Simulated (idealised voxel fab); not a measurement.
Proc. module: voxel transistor to metal
Displayed cross-section: cut, width of 185 nm, square cells sized 5 nm.
How to read a cross-section here: the picture is a grid of square cells, written as bands going from the top down, and any band can span one or more rows of cells.
Band entry format. Leading values: height of top, height of bottom, nm. Remainder: materials in left-to-right order, each with its width in nm. Special words: "full width" on a single material, which then fills the band edge to edge; "air", empty space.
The level at which height equals 0 is the one under which the wafer, as it arrives, is entirely one material. No lower edge exists for the bottom band, which continues downward and is notated as in "z 0 and below".
The two numbers in a width such as "30->40" mark its ends across the band: the first belongs to the top row of cells, the second to the bottom row, and from each row to the next the width moves by the same amount.
"nothing got changed", as given for a step, is the statement that not any cell of the cross-section underwent a change during that step.
Enclosed voids (no open way to top), threshold 8 cells or more, entry "Closed internal cavities", notation width x height at distance, distance from left edge, nm.
Anything after a step's settings on that line? It's the simulator's own note about the step.
Steps that use a mask can have "overlay nm" on their line. It says how far the mask sat to the right of where it was meant to be. Negative means to the left.
PROCESS STEPS FORESEEN IN THE PLAN
1) op RECEIVE | material Si
2) op CONFORMAL_DEP | material SiO2 | thk nm 5
3) op CONFORMAL_DEP | material SiN | thk nm 10
4) op DIRECTIONAL_DEP | material aC | thk nm 10
5) op PATTERN | tone cover | mask id ACTIVE | material resist | width nm 125 | thk nm 30 | overlay nm 0
6) op DIRECTIONAL_ETCH | etch materials aC | depth nm 10
7) op STRIP | etch materials resist
8) op DIRECTIONAL_ETCH | etch materials SiN | depth nm 10
9) op DIRECTIONAL_ETCH | etch materials SiO2 | depth nm 5
10) op DIRECTIONAL_ETCH | etch materials Si | depth nm 20
11) op STRIP | etch materials aC
12) op FILL_DEP | material SiO2 | thk nm 10
13) op CMP | height nm 15
14) op SELECTIVE_ETCH | etch materials SiO2 | depth nm 5
15) op STRIP | etch materials SiN
16) op SELECTIVE_ETCH | etch materials SiO2 | depth nm 5
17) op OXIDIZE | depth nm 5
18) op DIRECTIONAL_DEP | material polySi | thk nm 30
19) op DIRECTIONAL_DEP | material SiCN | thk nm 10
20) op MASKED_ETCH | tone cover | mask id GATE | width nm 35 | etch materials SiCN | depth nm 20 | overlay nm 0
21) op MASKED_ETCH | tone cover | mask id GATE | width nm 35 | etch materials polySi | depth nm 40 | overlay nm 0
22) op CONFORMAL_DEP | material SiN | thk nm 10
23) op DIRECTIONAL_ETCH | etch materials SiN | depth nm 10
24) op DIRECTIONAL_ETCH | etch materials SiO2 | depth nm 5
25) op DIRECTIONAL_ETCH | etch materials Si | depth nm 5
26) op EPI | material SiGe | thk nm 5
27) op FILL_DEP | material SiO2 | thk nm 5
28) op CMP | height nm 30
29) op STRIP | etch materials polySi
30) op SELECTIVE_ETCH | etch materials SiO2 | depth nm 5
31) op CONFORMAL_DEP | material HfO2 | thk nm 5
32) op CONFORMAL_DEP | material TiN | thk nm 5
33) op FILL_DEP | material W | thk nm 5
34) op CMP | height nm 25
35) op DIRECTIONAL_DEP | material SiO2 | thk nm 15
36) op MASKED_ETCH | tone open | mask id CONTACT | width nm 20 | pitch nm 95 | etch materials SiO2 | depth nm 45 | overlay nm 0
37) op CONFORMAL_DEP | material TiN | thk nm 5
38) op FILL_DEP | material Ru | thk nm 5
39) op CMP | height nm 40
40) op CONFORMAL_DEP | material SiN | thk nm 5
41) op DIRECTIONAL_DEP | material SiO2 | thk nm 15
42) op PATTERN | tone open | mask id METAL_1 | material resist | width nm 20 | pitch nm 95 | thk nm 15 | overlay nm 0
43) op DIRECTIONAL_ETCH | etch materials SiO2 | depth nm 15
44) op DIRECTIONAL_ETCH | etch materials SiN | depth nm 5
45) op STRIP | etch materials resist
46) op CONFORMAL_DEP | material TiN | thk nm 5
47) op FILL_DEP | material Cu | thk nm 10
48) op CMP | height nm 60
49) op CONFORMAL_DEP | material SiN | thk nm 5
AS-RECEIVED WAFER CROSS-SECTION (AFTER STEP 1)
- z 0 and below | Si full width
- Closed internal cavities: none
POST-MODULE CROSS-SECTION: IDENTICAL START AND PLAN TO THOSE ABOVE, ONE MISSTEP IN EXECUTION
- z 65 to 60 | SiN full width
- z 60 to 45 | SiO2 (35); TiN (5); Cu (10); TiN (5); SiO2 (75); TiN (5); Cu (10); TiN (5); SiO2 (35)
- z 45 to 40 | SiN (35); TiN (20); SiN (75); TiN (20); SiN (35)
- z 40 to 25 | SiO2 (35); TiN (5); Ru (10); TiN (5); SiO2 (75); TiN (5); Ru (10); TiN (5); SiO2 (35)
- z 25 to 15 | SiO2 (35); TiN (5); Ru (10); TiN (5); SiO2 (10); SiN (10); HfO2 (5); TiN (5); W (15); TiN (5); HfO2 (5); SiN (10); SiO2 (10); TiN (5); Ru (10); TiN (5); SiO2 (35)
- z 15 to 10 | SiO2 (35); TiN (20); SiO2 (10); SiN (10); HfO2 (5); TiN (5); W (15); TiN (5); HfO2 (5); SiN (10); SiO2 (10); TiN (20); SiO2 (35)
- z 10 to 5 | SiO2 (65); SiN (10); HfO2 (5); TiN (5); W (15); TiN (5); HfO2 (5); SiN (10); SiO2 (65)
- z 5 to 0 | SiO2 (25); SiN (10); SiO2 (30); SiN (10); HfO2 (5); TiN (25); HfO2 (5); SiN (10); SiO2 (30); SiN (10); SiO2 (25)
- z 0 to -5 | SiO2 (35); SiGe (5); SiO2 (20); SiGe (5); SiO2 (5); HfO2 (45); SiO2 (5); SiGe (5); SiO2 (20); SiGe (5); SiO2 (35)
- z -5 to -10 | SiO2 (30); Si (5); SiGe (30); Si (55); SiGe (30); Si (5); SiO2 (30)
- z -10 to -20 | SiO2 (30); Si (125); SiO2 (30)
- z -20 and below | Si full width
- Closed internal cavities: none
So what did we get wrong on this run? step 35 of the plan was twice carried out
